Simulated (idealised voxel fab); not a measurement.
process module | voxel transistor to metal
cross-section cut | 185 nm wide | cells 5 nm
A cross-section is a grid of square cells, given in bands from the top down. A band is one or more rows of cells.
Each band's line starts with the height of the band's top and of its bottom, in nm. Then come its materials from left to right, each with its width in nm. One material with "throughout" fills the band from edge to edge. "air" is empty space.
Height 0 is the level under which the wafer as received is all one material. The lowest band goes on downwards, as in "0 down".
A width such as "30 to 40" changes by the same amount from each row of cells to the next, from the band's top row to its bottom row.
"no change" after a step means that no cell of the cross-section changed.
closed voids: empty space of 8 cells or more with no open way to the top, each as width x height at its distance from the left edge, in nm
after a step's settings: what the simulator itself notes on the step
overlay nm, on a step with a mask: how far to the right of its planned place the mask lay; to the left if negative
plan
1 op RECEIVE | material Si
2 op CONFORMAL_DEP | material SiO2 | thk nm 5
3 op CONFORMAL_DEP | material SiN | thk nm 10
4 op PATTERN | tone cover | mask id ACTIVE | material resist | width nm 95 | thk nm 20 | overlay nm 0
5 op DIRECTIONAL_ETCH | etch materials SiN | depth nm 10
6 op DIRECTIONAL_ETCH | etch materials SiO2 | depth nm 5
7 op DIRECTIONAL_ETCH | etch materials Si | depth nm 35
8 op STRIP | etch materials resist
9 op FILL_DEP | material SiO2 | thk nm 5
10 op CMP | height nm 15
11 op SELECTIVE_ETCH | etch materials SiO2 | depth nm 10
12 op STRIP | etch materials SiN
13 op SELECTIVE_ETCH | etch materials SiO2 | depth nm 5
14 op OXIDIZE | depth nm 5
15 op DIRECTIONAL_DEP | material polySi | thk nm 25
16 op DIRECTIONAL_DEP | material SiCN | thk nm 10
17 op DIRECTIONAL_DEP | material aC | thk nm 10
18 op PATTERN | tone cover | mask id GATE | material resist | width nm 25 | thk nm 30 | overlay nm 0
19 op DIRECTIONAL_ETCH | etch materials aC | depth nm 10
20 op STRIP | etch materials resist
21 op DIRECTIONAL_ETCH | etch materials SiCN | depth nm 20
22 op DIRECTIONAL_ETCH | etch materials polySi | depth nm 35
23 op STRIP | etch materials aC
24 op CONFORMAL_DEP | material SiN | thk nm 5
25 op DIRECTIONAL_ETCH | etch materials SiN | depth nm 5
26 op DIRECTIONAL_ETCH | etch materials SiO2 | depth nm 5
27 op DIRECTIONAL_ETCH | etch materials Si | depth nm 10
28 op EPI | material pSi | thk nm 10
29 op FILL_DEP | material SiO2 | thk nm 10
30 op CMP | height nm 25
31 op STRIP | etch materials polySi
32 op SELECTIVE_ETCH | etch materials SiO2 | depth nm 5
33 op CONFORMAL_DEP | material HfO2 | thk nm 5
34 op CONFORMAL_DEP | material TiN | thk nm 5
35 op FILL_DEP | material W | thk nm 5
36 op CMP | height nm 20
37 op DIRECTIONAL_DEP | material SiO2 | thk nm 10
38 op PATTERN | tone open | mask id CONTACT | material resist | width nm 15 | pitch nm 70 | thk nm 15 | overlay nm 0
39 op DIRECTIONAL_ETCH | etch materials SiO2 | depth nm 35
40 op STRIP | etch materials resist
41 op CONFORMAL_DEP | material TiN | thk nm 5
42 op FILL_DEP | material Ru | thk nm 5
43 op CMP | height nm 30
44 op CONFORMAL_DEP | material SiN | thk nm 5
45 op DIRECTIONAL_DEP | material SiO2 | thk nm 15
46 op PATTERN | tone open | mask id METAL_1 | material resist | width nm 15 | pitch nm 70 | thk nm 20 | overlay nm 0
47 op DIRECTIONAL_ETCH | etch materials SiO2 | depth nm 15
48 op DIRECTIONAL_ETCH | etch materials SiN | depth nm 5
49 op STRIP | etch materials resist
50 op CONFORMAL_DEP | material TiN | thk nm 5
51 op FILL_DEP | material Cu | thk nm 5
52 op CMP | height nm 50
53 op EPI | material Ru | thk nm 5
54 op FILL_DEP | material SiCN | thk nm 5
55 op DIRECTIONAL_DEP | material lowk | thk nm 30
56 op MASKED_ETCH | tone open | mask id METAL_2 | width nm 15 | pitch nm 70 | etch materials lowk | depth nm 20 | overlay nm 0
57 op MASKED_ETCH | tone open | mask id METAL_2_HOLES | width nm 15 | pitch nm 70 | etch materials lowk | depth nm 10 | overlay nm 0
58 op MASKED_ETCH | tone open | mask id METAL_2_HOLES | width nm 15 | pitch nm 70 | etch materials SiCN | depth nm 5 | overlay nm 0
59 op CONFORMAL_DEP | material TiN | thk nm 5
60 op FILL_DEP | material Cu | thk nm 5
61 op CMP | height nm 90
62 op CONFORMAL_DEP | material SiN | thk nm 5
as received, after step 1
  0 down: Si throughout
  closed voids: none
a wafer at the end: this start, this plan, one mistake
  95 to 90: SiN throughout
  90 to 75: lowk 45 | TiN 5 | Cu 15 | TiN 5 | lowk 45 | TiN 5 | Cu 15 | TiN 5 | lowk 45
  75 to 70: lowk 45 | TiN 10 | Cu 5 | TiN 10 | lowk 45 | TiN 10 | Cu 5 | TiN 10 | lowk 45
  70 to 60: lowk 50 | TiN 5 | Cu 5 | TiN 5 | lowk 55 | TiN 5 | Cu 5 | TiN 5 | lowk 50
  60 to 55: SiCN 50 | TiN 15 | SiCN 55 | TiN 15 | SiCN 50
  55 to 50: SiCN 45 | Ru 25 | SiCN 45 | Ru 25 | SiCN 45
  50 to 35: SiO2 50 | TiN 5 | Cu 5 | TiN 5 | SiO2 55 | TiN 5 | Cu 5 | TiN 5 | SiO2 50
  35 to 30: SiN 50 | TiN 15 | SiN 55 | TiN 15 | SiN 50
  30 to 20: SiO2 50 | TiN 5 | Ru 5 | TiN 5 | SiO2 55 | TiN 5 | Ru 5 | TiN 5 | SiO2 50
  20 to 5: SiO2 50 | TiN 5 | Ru 5 | TiN 5 | SiO2 10 | SiN 5 | HfO2 5 | TiN 5 | W 5 | TiN 5 | HfO2 5 | SiN 5 | SiO2 10 | TiN 5 | Ru 5 | TiN 5 | SiO2 50
  5 to 0: SiO2 50 | TiN 5 | Ru 5 | TiN 5 | pSi 10 | SiN 5 | HfO2 5 | TiN 15 | HfO2 5 | SiN 5 | pSi 10 | TiN 5 | Ru 5 | TiN 5 | SiO2 50
  0 to -5: SiO2 50 | TiN 15 | pSi 10 | HfO2 35 | pSi 10 | TiN 15 | SiO2 50
  -5 to -15: SiO2 45 | pSi 30 | Si 35 | pSi 30 | SiO2 45
  -15 to -35: SiO2 45 | Si 95 | SiO2 45
  -35 down: Si throughout
  closed voids: none
what went wrong: step 56 ran as: op MASKED_ETCH | tone open | mask id METAL_2 | width nm 25 | pitch nm 70 | etch materials lowk | depth nm 20 | overlay nm 0
